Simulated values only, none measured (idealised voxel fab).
The process module presented herein is designated voxel released beams.
FYI the section here is cut, 275 nm wide, cells are 5 nm squares.
Just so we're on the same page, the cross-sections are grids of square cells, and they're listed out in bands top to bottom, each band one or more rows deep. In this notation a band is specified by the heights of its top and bottom, in that order and in nm, after which its materials appear from left to right, each paired with its width in nm. The word "everywhere" attached to a single material means that material fills the band from edge to edge; the word "air" stands for empty space. The level at which height equals 0 is the one under which the wafer, as it arrives, is entirely one material. No lower edge exists for the bottom band, which continues downward and is notated as in "top 0, no bottom". Top row gets the first number, bottom row gets the second, and each row in between changes by the same step: that is how a band width like "30 to 40" works. A step reported as "nothing got changed" is a step in which no cell of the cross-section changed. "Closed void entries" - sealed voids, min. 8 cells, no opening to top; format: width x height at distance (distance from left edge; nm throughout). Text after the settings on a step's line: the simulator's own remark on that step. You can add "overlay nm" to a step's line. For a step with a mask, it describes how far the mask lay to the right of its planned position, and a negative number describes a lay to the left.

[Planned process steps]
| 1 | RECEIVE (material Si) |
| 2 | CONFORMAL_DEP (material Al2O3; thk nm 5) |
| 3 | DIRECTIONAL_DEP (material SiO2; thk nm 20) |
| 4 | MASKED_ETCH (tone open; mask id ANCHOR; width nm 25; etch materials SiO2; depth nm 20; overlay nm 0) |
| 5 | CONFORMAL_DEP (material SiN; thk nm 10) |
| 6 | DIRECTIONAL_DEP (material aC; thk nm 10) |
| 7 | PATTERN (tone cover; mask id BEAM; material resist; width nm 75; thk nm 25; overlay nm 0) |
| 8 | DIRECTIONAL_ETCH (etch materials aC; depth nm 10) |
| 9 | STRIP (etch materials resist) |
| 10 | DIRECTIONAL_ETCH (etch materials SiN; depth nm 10) |
| 11 | STRIP (etch materials aC) |
| 12 | STRIP (etch materials SiO2) |

[As-received wafer cross-section (after step 1)]
    top 0, no bottom = Si everywhere
    Closed void entries: none

[Wafer cross-section at end of module: start and plan as shown above, one execution error]
    top 15, bottom 5 = air=95 | SiN=75 | air=105
    top 5, bottom 0 = Al2O3 everywhere
    top 0, no bottom = Si everywhere
    Closed void entries: none
Deviation from plan: no execution of plan step 3; skipped
